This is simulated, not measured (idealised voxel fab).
voxel gate over fins: a process module
We display cut, a cross-section 250 nm in width whose square cells are each 5 nm.
Cross-section layout: square cells on a grid; listed as bands, top to bottom; a band spans one or more cell rows. The band entry comprises the height of the band's top followed by the height of its bottom, expressed in nm, and subsequently the band's materials from left to right, each stated together with its width in nm. Where a single material is marked with the word "full width", that material fills the band from edge to edge. The word "air" represents empty space. Convention: height 0 is the level below which the wafer, as received, is all one material. The lowest band does not terminate at the bottom but continues downward, represented as "from 0 down". A width such as "30 to 40" changes by the same amount from each row of cells to the next, from the band's top row to its bottom row. "no change occurred" means the step left every cell of the cross-section as it was. Basically, "Closed internal voids" tells you about the enclosed voids: empty spaces with no open way to the top, 8 cells or bigger, each written width x height at distance, where distance is from the left edge, all in nm. That trailing text on a step's line, after the settings, is the simulator's own remark on the step. overlay nm, on a step with a mask: how far to the right of its planned place the mask lay; to the left if negative. Reading guide: pairs of cross-sections, before and after one process step; after view cut off at lowest changed band; step and settings listed under each pair. Pairs may stem from different runs of this module on the same starting wafer; continuity with the pair above only where the "Pre-step condition" entry states it.

Pre-step condition:
    from 5 to 0: SiN full width
    from 0 down: Si full width
    Closed internal voids: none

As Processed:
    from 25 to 5: resist: 80 / air: 15 / resist: 20 / air: 15 / resist: 20 / air: 15 / resist: 85
    Below a height of 5, the structure has not been altered.
    Closed internal voids: none
Between the two cross-sections above, the process step reads PATTERN (tone open; mask id FINS; material resist; width nm 15; pitch nm 35; thk nm 20; overlay nm 0)

Pre-step condition: The structure entering this step is exactly what the pair just above shows after its step.

As Processed:
    from 25 to 5: resist: 80 / air: 15 / resist: 20 / air: 15 / resist: 20 / air: 15 / resist: 85
    from 5 to 0: SiN: 80 / air: 15 / SiN: 20 / air: 15 / SiN: 20 / air: 15 / SiN: 85
    Below a height of 0, the structure has not been altered.
    Closed internal voids: none
Between the two cross-sections above, the process step reads DIRECTIONAL_ETCH (etch materials SiN; depth nm 5)

Pre-step condition: The structure entering this step is exactly what the pair just above shows after its step.

As Processed:
    from 25 to 5: resist: 80 / air: 15 / resist: 20 / air: 15 / resist: 20 / air: 15 / resist: 85
    from 5 to 0: SiN: 80 / air: 15 / SiN: 20 / air: 15 / SiN: 20 / air: 15 / SiN: 85
    from 0 to -30: Si: 80 / air: 15 / Si: 20 / air: 15 / Si: 20 / air: 15 / Si: 85
    Below a height of -30, the structure has not been altered.
    Closed internal voids: none
Between the two cross-sections above, the process step reads DIRECTIONAL_ETCH (etch materials Si; depth nm 30)

Pre-step condition: The structure entering this step is exactly what the pair just above shows after its step.

As Processed:
    from 5 to 0: SiN: 80 / air: 15 / SiN: 20 / air: 15 / SiN: 20 / air: 15 / SiN: 85
    Below a height of 0, the structure has not been altered.
    Closed internal voids: none
Between the two cross-sections above, the process step reads STRIP (etch materials resist)

Pre-step condition: The structure entering this step is exactly what the pair just above shows after its step.

As Processed:
    from 15 to 5: SiO2 full width
    from 5 to 0: SiN: 80 / SiO2: 15 / SiN: 20 / SiO2: 15 / SiN: 20 / SiO2: 15 / SiN: 85
    from 0 to -30: Si: 80 / SiO2: 15 / Si: 20 / SiO2: 15 / Si: 20 / SiO2: 15 / Si: 85
    Below a height of -30, the structure has not been altered.
    Closed internal voids: none
Between the two cross-sections above, the process step reads FILL_DEP (material SiO2; thk nm 10)

Pre-step condition: The structure entering this step is exactly what the pair just above shows after its step.

As Processed:
    from 5 to 0: SiN: 80 / SiO2: 15 / SiN: 20 / SiO2: 15 / SiN: 20 / SiO2: 15 / SiN: 85
    Below a height of 0, the structure has not been altered.
    Closed internal voids: none
Between the two cross-sections above, the process step reads CMP (height nm 5)

Pre-step condition: The structure entering this step is exactly what the pair just above shows after its step.

As Processed:
    from 5 to 0: SiN: 80 / air: 15 / SiN: 20 / air: 15 / SiN: 20 / air: 15 / SiN: 85
    from 0 to -10: Si: 80 / air: 15 / Si: 20 / air: 15 / Si: 20 / air: 15 / Si: 85
    Below a height of -10, the structure has not been altered.
    Closed internal voids: none
Between the two cross-sections above, the process step reads SELECTIVE_ETCH (etch materials SiO2; depth nm 15)

Pre-step condition: The structure entering this step is exactly what the pair just above shows after its step.

As Processed:
    from 0 to -10: Si: 80 / air: 15 / Si: 20 / air: 15 / Si: 20 / air: 15 / Si: 85
    Below a height of -10, the structure has not been altered.
    Closed internal voids: none
Between the two cross-sections above, the process step reads STRIP (etch materials SiN)

Pre-step condition: The structure entering this step is exactly what the pair just above shows after its step.

As Processed:
    from 5 to 0: HfO2: 85 / air: 5 / HfO2: 30 / air: 5 / HfO2: 30 / air: 5 / HfO2: 90
    from 0 to -5: Si: 80 / HfO2: 5 / air: 5 / HfO2: 5 / Si: 20 / HfO2: 5 / air: 5 / HfO2: 5 / Si: 20 / HfO2: 5 / air: 5 / HfO2: 5 / Si: 85
    from -5 to -10: Si: 80 / HfO2: 15 / Si: 20 / HfO2: 15 / Si: 20 / HfO2: 15 / Si: 85
    Below a height of -10, the structure has not been altered.
    Closed internal voids: none
Between the two cross-sections above, the process step reads CONFORMAL_DEP (material HfO2; thk nm 5)

Pre-step condition: The structure entering this step is exactly what the pair just above shows after its step.

As Processed:
    from 10 to 5: TiN full width
    from 5 to 0: HfO2: 85 / TiN: 5 / HfO2: 30 / TiN: 5 / HfO2: 30 / TiN: 5 / HfO2: 90
    from 0 to -5: Si: 80 / HfO2: 5 / TiN: 5 / HfO2: 5 / Si: 20 / HfO2: 5 / TiN: 5 / HfO2: 5 / Si: 20 / HfO2: 5 / TiN: 5 / HfO2: 5 / Si: 85
    Below a height of -5, the structure has not been altered.
    Closed internal voids: none
Between the two cross-sections above, the process step reads CONFORMAL_DEP (material TiN; thk nm 5)

Pre-step condition: The structure entering this step is exactly what the pair just above shows after its step.

As Processed:
    from 25 to 10: W full width
    Below a height of 10, the structure has not been altered.
    Closed internal voids: none
Between the two cross-sections above, the process step reads FILL_DEP (material W; thk nm 15)

Pre-step condition: The structure entering this step is exactly what the pair just above shows after its step.

As Processed:
    from 20 to 10: W full width
    Below a height of 10, the structure has not been altered.
    Closed internal voids: none
Between the two cross-sections above, the process step reads CMP (height nm 20)

Pre-step condition: The structure entering this step is exactly what the pair just above shows after its step.

As Processed:
    from 25 to 20: SiN full width
    Below a height of 20, the structure has not been altered.
    Closed internal voids: none
Between the two cross-sections above, the process step reads CONFORMAL_DEP (material SiN; thk nm 5)
